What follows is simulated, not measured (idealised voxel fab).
This section sets out a process module, namely voxel fin reveal.
The width of the displayed cross-section, cut, is 215 nm; its cells are square, with a size of 5 nm.
How to read a cross-section here: the picture is a grid of square cells, written as bands going from the top down, and any band can span one or more rows of cells. It is stipulated that each band's entry specify, in nanometres, the height of the top of the band and then that of its bottom, followed by the materials of the band in left-to-right sequence, each together with its width in nanometres. A single material marked by the word "edge to edge" is understood to fill the band from edge to edge; the word "air" is understood to denote empty space. For the purposes of this specification, 0 denotes the height below which the wafer in its as-received condition is composed wholly of one material, and the lowermost band, lacking a lower limit, extends downward without end, as expressed in "from 0 down". Per-row width for "30..40": begins at first number (top row of band), ends at second number (bottom row), increment between rows held constant. The designation "left unchanged", where it is given for a processing step, indicates that no cell of the cross-section was altered in the course of that step. If an empty space has no open way to the top and is at least 8 cells in size, "Enclosed cavities" lists it, written width x height at distance, where distance is measured from the left edge and every value is in nm. What comes after the settings on a step's line is commentary from the simulator itself on that step. A step line may carry the setting "overlay nm", which, for steps involving a mask, states the distance by which the mask lay to the right of its intended position; negative values denote displacement to the left. Each pair of cross-sections that follows straddles one process step: the one shows the state before the step, the other the state after it, down to the lowest band that changed and no further. The step in question, and its settings, are given under the pair. Note that a pair is not necessarily a continuation of the pair above it, since pairs can come from different runs of this module on the same starting wafer; it is a continuation only where its entry headed "Pre-step" says so.

### Pre-step
> from 0 down: Si edge to edge
> Enclosed cavities: none

### Resultant Cross-Section
> from 5 to 0: SiN edge to edge
> All layers under 0 are left as they were.
> Enclosed cavities: none
Process step separating the two views above: CONFORMAL_DEP [material SiN] [thk nm 5]

Pre-step: the wafer arrives at this step looking as the after cross-section in the pair just above shows it.

### Resultant Cross-Section
> from 20 to 5: air: 60, resist: 15, air: 25, resist: 15, air: 25, resist: 15, air: 60
> All layers under 5 are left as they were.
> Enclosed cavities: none
Process step separating the two views above: PATTERN [tone cover] [mask id FINS] [material resist] [width nm 15] [pitch nm 40] [thk nm 15] [overlay nm 0]

Pre-step: the wafer arrives at this step looking as the after cross-section in the pair just above shows it.

### Resultant Cross-Section
> from 20 to 5: air: 60, resist: 15, air: 25, resist: 15, air: 25, resist: 15, air: 60
> from 5 to 0: air: 60, SiN: 15, air: 25, SiN: 15, air: 25, SiN: 15, air: 60
> All layers under 0 are left as they were.
> Enclosed cavities: none
Process step separating the two views above: DIRECTIONAL_ETCH [etch materials SiN] [depth nm 5]

Pre-step: the wafer arrives at this step looking as the after cross-section in the pair just above shows it.

### Resultant Cross-Section
> from 20 to 5: air: 60, resist: 15, air: 25, resist: 15, air: 25, resist: 15, air: 60
> from 5 to 0: air: 60, SiN: 15, air: 25, SiN: 15, air: 25, SiN: 15, air: 60
> from 0 to -40: air: 60, Si: 15, air: 25, Si: 15, air: 25, Si: 15, air: 60
> All layers under -40 are left as they were.
> Enclosed cavities: none
Process step separating the two views above: DIRECTIONAL_ETCH [etch materials Si] [depth nm 40]

Pre-step: the wafer arrives at this step looking as the after cross-section in the pair just above shows it.

### Resultant Cross-Section
> from 5 to 0: air: 60, SiN: 15, air: 25, SiN: 15, air: 25, SiN: 15, air: 60
> All layers under 0 are left as they were.
> Enclosed cavities: none
Process step separating the two views above: STRIP [etch materials resist]

Pre-step: the wafer arrives at this step looking as the after cross-section in the pair just above shows it.

### Resultant Cross-Section
> from 20 to 5: SiO2 edge to edge
> from 5 to 0: SiO2: 60, SiN: 15, SiO2: 25, SiN: 15, SiO2: 25, SiN: 15, SiO2: 60
> from 0 to -40: SiO2: 60, Si: 15, SiO2: 25, Si: 15, SiO2: 25, Si: 15, SiO2: 60
> All layers under -40 are left as they were.
> Enclosed cavities: none
Process step separating the two views above: FILL_DEP [material SiO2] [thk nm 15]

Pre-step: the wafer arrives at this step looking as the after cross-section in the pair just above shows it.

### Resultant Cross-Section
> from 5 to 0: SiO2: 60, SiN: 15, SiO2: 25, SiN: 15, SiO2: 25, SiN: 15, SiO2: 60
> All layers under 0 are left as they were.
> Enclosed cavities: none
Process step separating the two views above: CMP [height nm 5]

Pre-step: the wafer arrives at this step looking as the after cross-section in the pair just above shows it.

### Resultant Cross-Section
> from 5 to 0: air: 60, SiN: 15, air: 25, SiN: 15, air: 25, SiN: 15, air: 60
> from 0 to -10: air: 60, Si: 15, air: 25, Si: 15, air: 25, Si: 15, air: 60
> All layers under -10 are left as they were.
> Enclosed cavities: none
Process step separating the two views above: SELECTIVE_ETCH [etch materials SiO2] [depth nm 15]

Pre-step: the wafer arrives at this step looking as the after cross-section in the pair just above shows it.

### Resultant Cross-Section
> from 0 to -10: air: 60, Si: 15, air: 25, Si: 15, air: 25, Si: 15, air: 60
> All layers under -10 are left as they were.
> Enclosed cavities: none
Process step separating the two views above: STRIP [etch materials SiN]

### Pre-step
> from 5 to 0: air: 60, SiN: 15, air: 25, SiN: 15, air: 25, SiN: 15, air: 60
> from 0 to -10: air: 60, Si: 15, air: 25, Si: 15, air: 25, Si: 15, air: 60
> from -10 to -40: SiO2: 60, Si: 15, SiO2: 25, Si: 15, SiO2: 25, Si: 15, SiO2: 60
> from -40 down: Si edge to edge
> Enclosed cavities: none

### Resultant Cross-Section
> from 5 to 0: air: 60, SiN: 15, air: 25, SiN: 15, air: 25, SiN: 15, air: 60
> from 0 to -25: air: 60, Si: 15, air: 25, Si: 15, air: 25, Si: 15, air: 60
> All layers under -25 are left as they were.
> Enclosed cavities: none
Process step separating the two views above: SELECTIVE_ETCH [etch materials SiO2] [depth nm 15]

Pre-step: the wafer arrives at this step looking as the after cross-section in the pair just above shows it.

### Resultant Cross-Section
> from 0 to -25: air: 60, Si: 15, air: 25, Si: 15, air: 25, Si: 15, air: 60
> All layers under -25 are left as they were.
> Enclosed cavities: none
Process step separating the two views above: STRIP [etch materials SiN]

### Pre-step
> from 5 to 0: SiO2: 60, SiN: 15, SiO2: 25, SiN: 15, SiO2: 25, SiN: 15, SiO2: 60
> from 0 to -40: SiO2: 60, Si: 15, SiO2: 25, Si: 15, SiO2: 25, Si: 15, SiO2: 60
> from -40 down: Si edge to edge
> Enclosed cavities: none

### Resultant Cross-Section
> from 5 to 0: SiO2: 60, air: 15, SiO2: 25, air: 15, SiO2: 25, air: 15, SiO2: 60
> All layers under 0 are left as they were.
> Enclosed cavities: none
Process step separating the two views above: STRIP [etch materials SiN]

Pre-step: the wafer arrives at this step looking as the after cross-section in the pair just above shows it.

### Resultant Cross-Section
> from 0 to -10: air: 60, Si: 15, air: 25, Si: 15, air: 25, Si: 15, air: 60
> from -10 to -15: SiO2: 45, air: 15, Si: 15, air: 25, Si: 15, air: 25, Si: 15, air: 15, SiO2: 45
> All layers under -15 are left as they were.
> Enclosed cavities: none
Process step separating the two views above: SELECTIVE_ETCH [etch materials SiO2] [depth nm 15]

### Pre-step
> from 20 to 5: SiO2 edge to edge
> from 5 to 0: SiO2: 60, SiN: 15, SiO2: 25, SiN: 15, SiO2: 25, SiN: 15, SiO2: 60
> from 0 to -40: SiO2: 60, Si: 15, SiO2: 25, Si: 15, SiO2: 25, Si: 15, SiO2: 60
> from -40 down: Si edge to edge
> Enclosed cavities: none

### Resultant Cross-Section
> from -5 to -40: SiO2: 60, Si: 15, SiO2: 25, Si: 15, SiO2: 25, Si: 15, SiO2: 60
> All layers under -40 are left as they were.
> Enclosed cavities: none
Process step separating the two views above: CMP [height nm -5]

Pre-step: the wafer arrives at this step looking as the after cross-section in the pair just above shows it.

### Resultant Cross-Section
> from -5 to -20: air: 60, Si: 15, air: 25, Si: 15, air: 25, Si: 15, air: 60
> All layers under -20 are left as they were.
> Enclosed cavities: none
Process step separating the two views above: SELECTIVE_ETCH [etch materials SiO2] [depth nm 15]

### Pre-step
> from 5 to 0: SiN edge to edge
> from 0 down: Si edge to edge
> Enclosed cavities: none

### Resultant Cross-Section
> from 20 to 5: air: 55, resist: 25, air: 15, resist: 25, air: 15, resist: 25, air: 55
> All layers under 5 are left as they were.
> Enclosed cavities: none
Process step separating the two views above: PATTERN [tone cover] [mask id FINS] [material resist] [width nm 25] [pitch nm 40] [thk nm 15] [overlay nm 0]

Pre-step: the wafer arrives at this step looking as the after cross-section in the pair just above shows it.

### Resultant Cross-Section
> from 20 to 5: air: 55, resist: 25, air: 15, resist: 25, air: 15, resist: 25, air: 55
> from 5 to 0: air: 55, SiN: 25, air: 15, SiN: 25, air: 15, SiN: 25, air: 55
> All layers under 0 are left as they were.
> Enclosed cavities: none
Process step separating the two views above: DIRECTIONAL_ETCH [etch materials SiN] [depth nm 5]

Pre-step: the wafer arrives at this step looking as the after cross-section in the pair just above shows it.

### Resultant Cross-Section
> from 20 to 5: air: 55, resist: 25, air: 15, resist: 25, air: 15, resist: 25, air: 55
> from 5 to 0: air: 55, SiN: 25, air: 15, SiN: 25, air: 15, SiN: 25, air: 55
> from 0 to -40: air: 55, Si: 25, air: 15, Si: 25, air: 15, Si: 25, air: 55
> All layers under -40 are left as they were.
> Enclosed cavities: none
Process step separating the two views above: DIRECTIONAL_ETCH [etch materials Si] [depth nm 40]

Pre-step: the wafer arrives at this step looking as the after cross-section in the pair just above shows it.

### Resultant Cross-Section
> from 5 to 0: air: 55, SiN: 25, air: 15, SiN: 25, air: 15, SiN: 25, air: 55
> All layers under 0 are left as they were.
> Enclosed cavities: none
Process step separating the two views above: STRIP [etch materials resist]

Pre-step: the wafer arrives at this step looking as the after cross-section in the pair just above shows it.

### Resultant Cross-Section
> from 20 to 5: SiO2 edge to edge
> from 5 to 0: SiO2: 55, SiN: 25, SiO2: 15, SiN: 25, SiO2: 15, SiN: 25, SiO2: 55
> from 0 to -40: SiO2: 55, Si: 25, SiO2: 15, Si: 25, SiO2: 15, Si: 25, SiO2: 55
> All layers under -40 are left as they were.
> Enclosed cavities: none
Process step separating the two views above: FILL_DEP [material SiO2] [thk nm 15]

Pre-step: the wafer arrives at this step looking as the after cross-section in the pair just above shows it.

### Resultant Cross-Section
> from 5 to 0: SiO2: 55, SiN: 25, SiO2: 15, SiN: 25, SiO2: 15, SiN: 25, SiO2: 55
> All layers under 0 are left as they were.
> Enclosed cavities: none
Process step separating the two views above: CMP [height nm 5]

Pre-step: the wafer arrives at this step looking as the after cross-section in the pair just above shows it.

### Resultant Cross-Section
> from 5 to 0: air: 55, SiN: 25, air: 15, SiN: 25, air: 15, SiN: 25, air: 55
> from 0 to -10: air: 55, Si: 25, air: 15, Si: 25, air: 15, Si: 25, air: 55
> All layers under -10 are left as they were.
> Enclosed cavities: none
Process step separating the two views above: SELECTIVE_ETCH [etch materials SiO2] [depth nm 15]

Pre-step: the wafer arrives at this step looking as the after cross-section in the pair just above shows it.

### Resultant Cross-Section
> from 0 to -10: air: 55, Si: 25, air: 15, Si: 25, air: 15, Si: 25, air: 55
> All layers under -10 are left as they were.
> Enclosed cavities: none
Process step separating the two views above: STRIP [etch materials SiN]

### Pre-step
> from 5 to 0: SiN edge to edge
> from 0 down: Si edge to edge
> Enclosed cavities: none

### Resultant Cross-Section
> from 20 to 5: air: 50, resist: 15, air: 25, resist: 15, air: 25, resist: 15, air: 70
> All layers under 5 are left as they were.
> Enclosed cavities: none
Process step separating the two views above: PATTERN [tone cover] [mask id FINS] [material resist] [width nm 15] [pitch nm 40] [thk nm 15] [overlay nm -10]

Pre-step: the wafer arrives at this step looking as the after cross-section in the pair just above shows it.

### Resultant Cross-Section
> from 20 to 5: air: 50, resist: 15, air: 25, resist: 15, air: 25, resist: 15, air: 70
> from 5 to 0: air: 50, SiN: 15, air: 25, SiN: 15, air: 25, SiN: 15, air: 70
> All layers under 0 are left as they were.
> Enclosed cavities: none
Process step separating the two views above: DIRECTIONAL_ETCH [etch materials SiN] [depth nm 5]

Pre-step: the wafer arrives at this step looking as the after cross-section in the pair just above shows it.

### Resultant Cross-Section
> from 20 to 5: air: 50, resist: 15, air: 25, resist: 15, air: 25, resist: 15, air: 70
> from 5 to 0: air: 50, SiN: 15, air: 25, SiN: 15, air: 25, SiN: 15, air: 70
> from 0 to -40: air: 50, Si: 15, air: 25, Si: 15, air: 25, Si: 15, air: 70
> All layers under -40 are left as they were.
> Enclosed cavities: none
Process step separating the two views above: DIRECTIONAL_ETCH [etch materials Si] [depth nm 40]

Pre-step: the wafer arrives at this step looking as the after cross-section in the pair just above shows it.

### Resultant Cross-Section
> from 5 to 0: air: 50, SiN: 15, air: 25, SiN: 15, air: 25, SiN: 15, air: 70
> All layers under 0 are left as they were.
> Enclosed cavities: none
Process step separating the two views above: STRIP [etch materials resist]

Pre-step: the wafer arrives at this step looking as the after cross-section in the pair just above shows it.

### Resultant Cross-Section
> from 20 to 5: SiO2 edge to edge
> from 5 to 0: SiO2: 50, SiN: 15, SiO2: 25, SiN: 15, SiO2: 25, SiN: 15, SiO2: 70
> from 0 to -40: SiO2: 50, Si: 15, SiO2: 25, Si: 15, SiO2: 25, Si: 15, SiO2: 70
> All layers under -40 are left as they were.
> Enclosed cavities: none
Process step separating the two views above: FILL_DEP [material SiO2] [thk nm 15]

Pre-step: the wafer arrives at this step looking as the after cross-section in the pair just above shows it.

### Resultant Cross-Section
> from 5 to 0: SiO2: 50, SiN: 15, SiO2: 25, SiN: 15, SiO2: 25, SiN: 15, SiO2: 70
> All layers under 0 are left as they were.
> Enclosed cavities: none
Process step separating the two views above: CMP [height nm 5]

Pre-step: the wafer arrives at this step looking as the after cross-section in the pair just above shows it.

### Resultant Cross-Section
> from 5 to 0: air: 50, SiN: 15, air: 25, SiN: 15, air: 25, SiN: 15, air: 70
> from 0 to -10: air: 50, Si: 15, air: 25, Si: 15, air: 25, Si: 15, air: 70
> All layers under -10 are left as they were.
> Enclosed cavities: none
Process step separating the two views above: SELECTIVE_ETCH [etch materials SiO2] [depth nm 15]

Pre-step: the wafer arrives at this step looking as the after cross-section in the pair just above shows it.

### Resultant Cross-Section
> from 0 to -10: air: 50, Si: 15, air: 25, Si: 15, air: 25, Si: 15, air: 70
> All layers under -10 are left as they were.
> Enclosed cavities: none
Process step separating the two views above: STRIP [etch materials SiN]

### Pre-step
> from 5 to 0: air: 60, SiN: 15, air: 25, SiN: 15, air: 25, SiN: 15, air: 60
> from 0 to -10: air: 60, Si: 15, air: 25, Si: 15, air: 25, Si: 15, air: 60
> from -10 to -40: SiO2: 60, Si: 15, SiO2: 25, Si: 15, SiO2: 25, Si: 15, SiO2: 60
> from -40 down: Si edge to edge
> Enclosed cavities: none

### Resultant Cross-Section
> from 5 to 0: air: 60, SiN: 15, air: 25, SiN: 15, air: 25, SiN: 15, air: 60
> from 0 to -40: air: 60, Si: 15, air: 25, Si: 15, air: 25, Si: 15, air: 60
> All layers under -40 are left as they were.
> Enclosed cavities: none
Process step separating the two views above: STRIP [etch materials SiO2]

### Pre-step
> from 5 to 0: SiN edge to edge
> from 0 down: Si edge to edge
> Enclosed cavities: none

### Resultant Cross-Section
> from 20 to 5: resist: 60, air: 15, resist: 25, air: 15, resist: 25, air: 15, resist: 60
> All layers under 5 are left as they were.
> Enclosed cavities: none
Process step separating the two views above: PATTERN [tone open] [mask id FINS] [material resist] [width nm 15] [pitch nm 40] [thk nm 15] [overlay nm 0]

Pre-step: the wafer arrives at this step looking as the after cross-section in the pair just above shows it.

### Resultant Cross-Section
> from 20 to 5: resist: 60, air: 15, resist: 25, air: 15, resist: 25, air: 15, resist: 60
> from 5 to 0: SiN: 60, air: 15, SiN: 25, air: 15, SiN: 25, air: 15, SiN: 60
> All layers under 0 are left as they were.
> Enclosed cavities: none
Process step separating the two views above: DIRECTIONAL_ETCH [etch materials SiN] [depth nm 5]

Pre-step: the wafer arrives at this step looking as the after cross-section in the pair just above shows it.

### Resultant Cross-Section
> from 20 to 5: resist: 60, air: 15, resist: 25, air: 15, resist: 25, air: 15, resist: 60
> from 5 to 0: SiN: 60, air: 15, SiN: 25, air: 15, SiN: 25, air: 15, SiN: 60
> from 0 to -40: Si: 60, air: 15, Si: 25, air: 15, Si: 25, air: 15, Si: 60
> All layers under -40 are left as they were.
> Enclosed cavities: none
Process step separating the two views above: DIRECTIONAL_ETCH [etch materials Si] [depth nm 40]

Pre-step: the wafer arrives at this step looking as the after cross-section in the pair just above shows it.

### Resultant Cross-Section
> from 5 to 0: SiN: 60, air: 15, SiN: 25, air: 15, SiN: 25, air: 15, SiN: 60
> All layers under 0 are left as they were.
> Enclosed cavities: none
Process step separating the two views above: STRIP [etch materials resist]

Pre-step: the wafer arrives at this step looking as the after cross-section in the pair just above shows it.

### Resultant Cross-Section
> from 20 to 5: SiO2 edge to edge
> from 5 to 0: SiN: 60, SiO2: 15, SiN: 25, SiO2: 15, SiN: 25, SiO2: 15, SiN: 60
> from 0 to -40: Si: 60, SiO2: 15, Si: 25, SiO2: 15, Si: 25, SiO2: 15, Si: 60
> All layers under -40 are left as they were.
> Enclosed cavities: none
Process step separating the two views above: FILL_DEP [material SiO2] [thk nm 15]

Pre-step: the wafer arrives at this step looking as the after cross-section in the pair just above shows it.

### Resultant Cross-Section
> from 5 to 0: SiN: 60, SiO2: 15, SiN: 25, SiO2: 15, SiN: 25, SiO2: 15, SiN: 60
> All layers under 0 are left as they were.
> Enclosed cavities: none
Process step separating the two views above: CMP [height nm 5]

Pre-step: the wafer arrives at this step looking as the after cross-section in the pair just above shows it.

### Resultant Cross-Section
> from 5 to 0: SiN: 60, air: 15, SiN: 25, air: 15, SiN: 25, air: 15, SiN: 60
> from 0 to -10: Si: 60, air: 15, Si: 25, air: 15, Si: 25, air: 15, Si: 60
> All layers under -10 are left as they were.
> Enclosed cavities: none
Process step separating the two views above: SELECTIVE_ETCH [etch materials SiO2] [depth nm 15]

Pre-step: the wafer arrives at this step looking as the after cross-section in the pair just above shows it.

### Resultant Cross-Section
> from 0 to -10: Si: 60, air: 15, Si: 25, air: 15, Si: 25, air: 15, Si: 60
> All layers under -10 are left as they were.
> Enclosed cavities: none
Process step separating the two views above: STRIP [etch materials SiN]
